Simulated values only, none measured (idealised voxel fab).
The following process module bears the name voxel capacitor over wiring.
Section shown: cut. Width: 295 nm. Cell size: 5 nm, square.
The cross-sections in this document take the form of a grid made of square cells. They are written out as bands, in order from top to bottom. Each band consists of one or more rows of cells.
This entry defines a band. It first specifies the height of the band's top and the height of its bottom in nm, and then specifies the band's materials from left to right, stating each material with its width in nm. The word "all across" identifies a single material that fills the band from edge to edge, while the word "air" identifies empty space.
Measure heights from 0. That's the level where, below it, the as-received wafer is all one material. The lowest band is bottomless and extends downward; write it as in "0..down".
A two-number width, for instance "30 to 40", indicates that the width is equal to the first number in the top row of the band and to the second number in the bottom row, and that it changes by a constant amount per row of cells.
Reading "all unchanged" for a step: not a cell of the cross-section changed in it.
Listed in "Closed void listing": every empty space of 8 or more cells without an open way to the top. Form: width x height at distance, the distance being from the left edge, all in nm.
Post-settings text on a step line: simulator's own remark regarding the step.
overlay nm: where the mask lay relative to plan, measured to the right, on steps with a mask; negatives go left.
So here's the lineup of process steps we planned:
1,RECEIVE: material Si
2,CONFORMAL_DEP: material SiO2, thk nm 10
3,CONFORMAL_DEP: material SiCN, thk nm 5
4,DIRECTIONAL_DEP: material SiO2, thk nm 25
5,PATTERN: tone open, mask id METAL_1, material resist, width nm 30, pitch nm 85, thk nm 20, overlay nm 0
6,DIRECTIONAL_ETCH: etch materials SiO2, depth nm 25
7,DIRECTIONAL_ETCH: etch materials SiCN, depth nm 5
8,STRIP: etch materials resist
9,CONFORMAL_DEP: material TiN, thk nm 5
10,FILL_DEP: material W, thk nm 5
11,CMP: height nm 40
12,CONFORMAL_DEP: material SiCN, thk nm 5
13,DIRECTIONAL_DEP: material SiO2, thk nm 10
14,PATTERN: tone open, mask id PLUG_1, material resist, width nm 15, thk nm 15, overlay nm 0
15,DIRECTIONAL_ETCH: etch materials SiO2, depth nm 10
16,DIRECTIONAL_ETCH: etch materials SiCN, depth nm 5
17,STRIP: etch materials resist
18,CONFORMAL_DEP: material TiN, thk nm 5
19,FILL_DEP: material W, thk nm 5
20,CMP: height nm 55
21,DIRECTIONAL_DEP: material TiN, thk nm 10
22,DIRECTIONAL_DEP: material Al2O3, thk nm 5
23,DIRECTIONAL_DEP: material TiN, thk nm 10
24,MASKED_ETCH: tone cover, mask id UPPER_PLATE, width nm 60, etch materials TiN, depth nm 10, overlay nm 0
25,MASKED_ETCH: tone cover, mask id UPPER_PLATE, width nm 60, etch materials Al2O3, depth nm 5, overlay nm 0
26,MASKED_ETCH: tone cover, mask id LOWER_PLATE, width nm 70, etch materials TiN, depth nm 10, overlay nm 0
27,FILL_DEP: material SiO2, thk nm 15
28,CMP: height nm 90
29,PATTERN: tone open, mask id PLUG_2, material resist, width nm 15, thk nm 15, overlay nm 0
30,DIRECTIONAL_ETCH: etch materials SiO2, depth nm 10
31,STRIP: etch materials resist
32,CONFORMAL_DEP: material TiN, thk nm 5
33,FILL_DEP: material Cu, thk nm 5
34,CMP: height nm 90
35,CONFORMAL_DEP: material SiN, thk nm 5
Cross-section of the wafer upon arrival, representing the state reached after step 1:
  0..down: Si all across
  Closed void listing: none
This is how the wafer looks in cross-section once the module is done, given the starting state and plan above and one mistake in carrying the plan out:
  95..90: SiN all across
  90..85: 115 nm SiO2 / 5 nm TiN / 5 nm Cu / 5 nm TiN / 165 nm SiO2
  85..80: 115 nm SiO2 / 15 nm TiN / 165 nm SiO2
  80..70: 110 nm SiO2 / 50 nm TiN / 135 nm SiO2
  70..65: 105 nm SiO2 / 60 nm Al2O3 / 130 nm SiO2
  65..55: 100 nm SiO2 / 70 nm TiN / 125 nm SiO2
  55..45: 105 nm SiO2 / 5 nm TiN / 5 nm W / 5 nm TiN / 175 nm SiO2
  45..40: 105 nm SiCN / 15 nm TiN / 175 nm SiCN
  40..15: 90 nm SiO2 / 5 nm TiN / 20 nm W / 5 nm TiN / 55 nm SiO2 / 5 nm TiN / 20 nm W / 5 nm TiN / 90 nm SiO2
  15..10: 90 nm SiCN / 30 nm TiN / 55 nm SiCN / 30 nm TiN / 90 nm SiCN
  10..0: SiO2 all across
  0..down: Si all across
  Closed void listing: none
Heads up, the wafer didn't run the way we planned it: in deviation from the planned setting, step 24 was conducted as MASKED_ETCH: tone cover, mask id UPPER_PLATE, width nm 50, etch materials TiN, depth nm 10, overlay nm 0
